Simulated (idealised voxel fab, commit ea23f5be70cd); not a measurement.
The following process module bears the name voxel tone inversion.
Xsec cut, 140 nm wide, square cell size 5 nm.
Throughout this document, each cross-section is represented as a grid of square cells and is presented as a sequence of bands enumerated from the top downward, where a band comprises one or more rows of cells. Heights first: top, then bottom, in nm. Then materials, left to right, each with a width in nm. "everywhere" on a single material: fills the band edge to edge. "empty": empty space. Zero point of the height axis is 0; under it, received wafer = one material. Lowest band: continues down indefinitely, "0 nm and below". You'd read "30..40" like this: the band's top row of cells is as wide as the first number, its bottom row is as wide as the second, and going down, every row changes width by the same amount as the row before did. "remained the same" -> step changed no cross-section cell. The label "Closed cavity list" introduces a list of the empty spaces, 8 cells or larger, that have no open way up to the top; each entry in it reads width x height at distance, where the distance is taken from the left edge and all three are stated in nm. Formally, on a step line, whatever follows the settings is a remark that the simulator itself makes on the step. Each step line may optionally specify "overlay nm", which for a step with a mask gives the rightward distance between the mask's planned place and where it lay, a negative value indicating the leftward direction.
Process steps - plan
1. op RECEIVE | material Si
2. op CONFORMAL_DEP | material SiCN | thk nm 5
3. op DIRECTIONAL_DEP | material aC | thk nm 20
4. op PATTERN | tone cover | mask id POSTS | material resist | width nm 25 | pitch nm 40 | thk nm 25 | overlay nm 0
5. op DIRECTIONAL_ETCH | etch materials aC | depth nm 20
6. op STRIP | etch materials resist
7. op FILL_DEP | material lowk | thk nm 10
8. op CMP | height nm 25
9. op STRIP | etch materials aC
as received, after step 1
  0 nm and below: Si everywhere
  Closed cavity list: none
Here's the cross-section of the first of our two wafers at the end of the module - it ran as planned
  25 nm to 5 nm: lowk 15 / empty 25 / lowk 15 / empty 25 / lowk 15 / empty 25 / lowk 20
  5 nm to 0 nm: SiCN everywhere
  0 nm and below: Si everywhere
  Closed cavity list: none
Cross-sectional view: second of two wafers, end of module; start and plan identical to the first, one mistake in running
  25 nm to 5 nm: lowk 20 / empty 25 / lowk 15 / empty 25 / lowk 15 / empty 25 / lowk 15
  5 nm to 0 nm: SiCN everywhere
  0 nm and below: Si everywhere
  Closed cavity list: none
What went wrong in running the wafer? step 4 ran differently from the plan; actual operation with settings: op PATTERN | tone cover | mask id POSTS | material resist | width nm 25 | pitch nm 40 | thk nm 25 | overlay nm 5
If you tally the cells, the second wafer ends up with the same amount of every material as the first; it's all just sitting in different places.
